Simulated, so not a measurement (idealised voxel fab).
Title: Process Module voxel capacitor over wiring
Cross-section cut spans 250 nm and uses square cells 5 nm in size.
Format of a cross-section: grid, square cells. Given as bands. Order: top down. Band: one or more rows of cells.
Heights first: top, then bottom, in nm. Then materials, left to right, each with a width in nm. "edge to edge" on a single material: fills the band edge to edge. "blank": empty space.
We count height from 0. Below that, the starting wafer is all one material. The lowest band never ends at the bottom but goes on down; see "top 0, no bottom" for how that is written.
Width spec "30 to 40" -> top row of cells at first value, bottom row at second value, equal per-row change in between.
"stayed the same" -> step changed no cross-section cell.
Enclosed voids (no open way to top), threshold 8 cells or more, entry "Enclosed cavity list", notation width x height at distance, distance from left edge, nm.
Heads up: the bit after the settings on a step's line is the simulator's remark on that step.
overlay nm: on a step with a mask, how far right of its planned place the mask lay; negative means left.
PROCESS STEPS - PLAN
step 1: RECEIVE (material Si)
step 2: CONFORMAL_DEP (material SiO2; thk nm 15)
step 3: DIRECTIONAL_DEP (material TiN; thk nm 5)
step 4: DIRECTIONAL_DEP (material W; thk nm 20)
step 5: PATTERN (tone cover; mask id METAL_1; material resist; width nm 30; pitch nm 100; thk nm 15; overlay nm 0)
step 6: DIRECTIONAL_ETCH (etch materials W; depth nm 20)
step 7: DIRECTIONAL_ETCH (etch materials TiN; depth nm 5)
step 8: STRIP (etch materials resist)
step 9: FILL_DEP (material SiO2; thk nm 5)
step 10: CMP (height nm 40)
step 11: CONFORMAL_DEP (material SiCN; thk nm 5)
step 12: DIRECTIONAL_DEP (material SiO2; thk nm 20)
step 13: PATTERN (tone open; mask id PLUG_1; material resist; width nm 15; thk nm 15; overlay nm 0)
step 14: DIRECTIONAL_ETCH (etch materials SiO2; depth nm 20)
step 15: DIRECTIONAL_ETCH (etch materials SiCN; depth nm 5)
step 16: STRIP (etch materials resist)
step 17: EPI (material Ru; thk nm 10)
step 18: EPI (material Ru; thk nm 10)
step 19: EPI (material Ru; thk nm 5)
step 20: DIRECTIONAL_DEP (material TiN; thk nm 10)
step 21: DIRECTIONAL_DEP (material HfO2; thk nm 5)
step 22: DIRECTIONAL_DEP (material TiN; thk nm 10)
step 23: DIRECTIONAL_DEP (material aC; thk nm 15)
step 24: PATTERN (tone cover; mask id UPPER_PLATE; material resist; width nm 75; thk nm 35; overlay nm 0)
step 25: DIRECTIONAL_ETCH (etch materials aC; depth nm 15)
step 26: STRIP (etch materials resist)
step 27: DIRECTIONAL_ETCH (etch materials TiN; depth nm 10)
step 28: DIRECTIONAL_ETCH (etch materials HfO2; depth nm 5)
step 29: STRIP (etch materials aC)
step 30: DIRECTIONAL_DEP (material aC; thk nm 15)
step 31: PATTERN (tone cover; mask id LOWER_PLATE; material resist; width nm 85; thk nm 35; overlay nm 0)
step 32: DIRECTIONAL_ETCH (etch materials aC; depth nm 15)
step 33: STRIP (etch materials resist)
step 34: DIRECTIONAL_ETCH (etch materials TiN; depth nm 10)
step 35: STRIP (etch materials aC)
step 36: FILL_DEP (material SiO2; thk nm 15)
step 37: CMP (height nm 100)
step 38: DIRECTIONAL_DEP (material aC; thk nm 15)
step 39: PATTERN (tone open; mask id PLUG_2; material resist; width nm 15; thk nm 30; overlay nm 0)
step 40: DIRECTIONAL_ETCH (etch materials aC; depth nm 15)
step 41: STRIP (etch materials resist)
step 42: DIRECTIONAL_ETCH (etch materials SiO2; depth nm 10)
step 43: STRIP (etch materials aC)
step 44: CONFORMAL_DEP (material TiN; thk nm 5)
step 45: FILL_DEP (material W; thk nm 5)
step 46: CMP (height nm 100)
step 47: CONFORMAL_DEP (material SiCN; thk nm 5)
SHOWN IN CROSS-SECTION IS THE WAFER AS RECEIVED, THAT IS, AS IT STANDS AFTER STEP 1
> top 0, no bottom: Si edge to edge
> Enclosed cavity list: none
FIRST OF TWO WAFERS AT THE END OF THE MODULE, SHOWN IN CROSS-SECTION; RUN CARRIED OUT AS PLANNED
> top 105, bottom 100: SiCN edge to edge
> top 100, bottom 95: 85 of SiO2, then 5 of TiN, then 5 of W, then 5 of TiN, then 150 of SiO2
> top 95, bottom 90: 85 of SiO2, then 15 of TiN, then 150 of SiO2
> top 90, bottom 80: 75 of SiO2, then 75 of TiN, then 100 of SiO2
> top 80, bottom 75: 75 of SiO2, then 75 of HfO2, then 100 of SiO2
> top 75, bottom 65: 70 of SiO2, then 85 of TiN, then 95 of SiO2
> top 65, bottom 45: 75 of SiO2, then 15 of Ru, then 160 of SiO2
> top 45, bottom 40: 75 of SiCN, then 15 of Ru, then 160 of SiCN
> top 40, bottom 20: 60 of SiO2, then 30 of W, then 70 of SiO2, then 30 of W, then 60 of SiO2
> top 20, bottom 15: 60 of SiO2, then 30 of TiN, then 70 of SiO2, then 30 of TiN, then 60 of SiO2
> top 15, bottom 0: SiO2 edge to edge
> top 0, no bottom: Si edge to edge
> Enclosed cavity list: none
END OF MODULE, SECOND WAFER, CROSS-SECTION. STARTED LIKE THE FIRST, PLANNED LIKE THE FIRST, RUN WITH ONE MISTAKE
> top 105, bottom 100: SiCN edge to edge
> top 100, bottom 95: 85 of SiO2, then 5 of TiN, then 5 of W, then 5 of TiN, then 150 of SiO2
> top 95, bottom 90: 85 of SiO2, then 15 of TiN, then 150 of SiO2
> top 90, bottom 80: 90 of SiO2, then 60 of TiN, then 100 of SiO2
> top 80, bottom 75: 90 of SiO2, then 60 of HfO2, then 100 of SiO2
> top 75, bottom 65: 70 of SiO2, then 5 of TiN, then 15 of SiO2, then 65 of TiN, then 95 of SiO2
> top 65, bottom 55: 75 of SiO2, then 15 of TiN, then 160 of SiO2
> top 55, bottom 50: 75 of SiO2, then 15 of HfO2, then 160 of SiO2
> top 50, bottom 45: 75 of SiO2, then 15 of TiN, then 160 of SiO2
> top 45, bottom 40: 75 of SiCN, then 15 of TiN, then 160 of SiCN
> top 40, bottom 20: 60 of W, then 30 of SiO2, then 70 of W, then 30 of SiO2, then 60 of W
> top 20, bottom 15: 60 of TiN, then 30 of SiO2, then 70 of TiN, then 30 of SiO2, then 60 of TiN
> top 15, bottom 0: SiO2 edge to edge
> top 0, no bottom: Si edge to edge
> Enclosed cavity list: none
It is concluded that the wafer was processed incorrectly with respect to the plan, in that not per plan at step 5, really ran PATTERN (tone open; mask id METAL_1; material resist; width nm 30; pitch nm 100; thk nm 15; overlay nm 0)
End check, counted in cells, second wafer has more or fewer of these materials than the first: Ru -15 | SiO2 -115 | TiN +26 | W +104
